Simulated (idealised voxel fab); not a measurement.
process module | voxel ribs on slabs
cross-section cut | 265 nm wide | cells 5 nm
A cross-section is a grid of square cells, given in bands from the top down. A band is one or more rows of cells.
Each band's line starts with the height of the band's top and of its bottom, in nm. Then come its materials from left to right, each with its width in nm. One material with "throughout" fills the band from edge to edge. "air" is empty space.
Height 0 is the level under which the wafer as received is all one material. The lowest band goes on downwards, as in "0 down".
A width such as "30 to 40" changes by the same amount from each row of cells to the next, from the band's top row to its bottom row.
"no change" after a step means that no cell of the cross-section changed.
closed voids: empty space of 8 cells or more with no open way to the top, each as width x height at its distance from the left edge, in nm
after a step's settings: what the simulator itself notes on the step
overlay nm, on a step with a mask: how far to the right of its planned place the mask lay; to the left if negative
plan
1 op RECEIVE | material Si
2 op DIRECTIONAL_DEP | material SiO2 | thk nm 30
3 op DIRECTIONAL_DEP | material SiN | thk nm 15
4 op PATTERN | tone cover | mask id RIB | material resist | width nm 20 | thk nm 20 | overlay nm 0
5 op DIRECTIONAL_ETCH | etch materials SiN | depth nm 10
6 op STRIP | etch materials resist
7 op PATTERN | tone cover | mask id SLAB | material resist | width nm 80 | thk nm 20 | overlay nm 0
8 op DIRECTIONAL_ETCH | etch materials SiN | depth nm 5
9 op STRIP | etch materials resist
10 op FILL_DEP | material SiO2 | thk nm 20
11 op CMP | height nm 55
12 op DIRECTIONAL_DEP | material W | thk nm 5
13 op DIRECTIONAL_DEP | material aC | thk nm 15
14 op PATTERN | tone cover | mask id HEATER | material resist | width nm 30 | thk nm 30 | overlay nm -15
15 op DIRECTIONAL_ETCH | etch materials aC | depth nm 15
16 op STRIP | etch materials resist
17 op DIRECTIONAL_ETCH | etch materials W | depth nm 5
18 op STRIP | etch materials aC
19 op CONFORMAL_DEP | material SiO2 | thk nm 10
varied across the wafers: overlay nm of step 14. The plan shows the first wafer's value. All wafers start alike
first wafer as received, after step 1
  0 down: Si throughout
  closed voids: none
each wafer at the end: cells of each material gained (+) or lost (-) since it was received, then its closed voids
overlay nm -15 | +24 SiN | +669 SiO2 | +6 W | closed voids: none
overlay nm -10 | +24 SiN | +669 SiO2 | +6 W | closed voids: none
overlay nm -5 | +24 SiN | +669 SiO2 | +6 W | closed voids: none
overlay nm 0 | +24 SiN | +669 SiO2 | +6 W | closed voids: none
overlay nm 5 | +24 SiN | +669 SiO2 | +6 W | closed voids: none
overlay nm 10 | +24 SiN | +669 SiO2 | +6 W | closed voids: none
overlay nm 15 | +24 SiN | +669 SiO2 | +6 W | closed voids: none
